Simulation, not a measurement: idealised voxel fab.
The process module that follows is named voxel ribs on slabs.
The cross-section on display is named cut; it measures 180 nm wide, and its cells are 5 nm squares.
Think of the cross-section as a grid of square cells. We describe it in bands, top to bottom, and each band covers one or more rows of those cells. Look at the band entry: it leads with the top's height and the bottom's height in nm. Then it lists the materials left to right, with a width in nm for each. The word "everywhere" on a single material says that material fills the band edge to edge. The word "blank" is empty space. For the purposes of this specification, 0 denotes the height below which the wafer in its as-received condition is composed wholly of one material, and the lowermost band, lacking a lower limit, extends downward without end, as expressed in "0..down". A two-number width, for instance "30..40", indicates that the width is equal to the first number in the top row of the band and to the second number in the bottom row, and that it changes by a constant amount per row of cells. A step reported as "same as before" is a step in which no cell of the cross-section changed. If an empty space has no open way to the top and is at least 8 cells in size, "Cavities, closed" lists it, written width x height at distance, where distance is measured from the left edge and every value is in nm. The remark found on a step's line after its settings is issued by the simulator itself and pertains to that step. overlay nm: where the mask lay relative to plan, measured to the right, on steps with a mask; negatives go left.

These are the steps we planned for the process
1,RECEIVE with material Si
2,DIRECTIONAL_DEP with material SiO2, thk nm 30
3,DIRECTIONAL_DEP with material SiN, thk nm 20
4,DIRECTIONAL_DEP with material aC, thk nm 15
5,PATTERN with tone cover, mask id RIB, material resist, width nm 25, thk nm 30, overlay nm 0
6,DIRECTIONAL_ETCH with etch materials aC, depth nm 15
7,STRIP with etch materials resist
8,DIRECTIONAL_ETCH with etch materials SiN, depth nm 10
9,STRIP with etch materials aC
10,DIRECTIONAL_DEP with material aC, thk nm 15
11,PATTERN with tone cover, mask id SLAB, material resist, width nm 75, thk nm 30, overlay nm 0
12,DIRECTIONAL_ETCH with etch materials aC, depth nm 15
13,STRIP with etch materials resist
14,DIRECTIONAL_ETCH with etch materials SiN, depth nm 10
15,STRIP with etch materials aC
16,FILL_DEP with material SiO2, thk nm 25
17,CMP with height nm 65
18,DIRECTIONAL_DEP with material W, thk nm 5
19,PATTERN with tone cover, mask id HEATER, material resist, width nm 35, thk nm 15, overlay nm 0
20,DIRECTIONAL_ETCH with etch materials W, depth nm 5
21,STRIP with etch materials resist
22,CONFORMAL_DEP with material SiO2, thk nm 10

Cross-section: wafer on arrival = after step 1
> 0..down | Si everywhere
> Cavities, closed: none

Final wafer profile in cross-section after the module, from the same start and plan as above, with one mistake made during processing
> 80..75 | 60 nm blank, 55 nm SiO2, 65 nm blank
> 75..70 | SiO2 everywhere
> 70..65 | 70 nm SiO2, 35 nm W, 75 nm SiO2
> 65..60 | 50 nm SiO2, 75 nm SiN, 55 nm SiO2
> 60..0 | SiO2 everywhere
> 0..down | Si everywhere
> Cavities, closed: none
Where did the run depart from the plan? step 2 of the plan saw execution twice
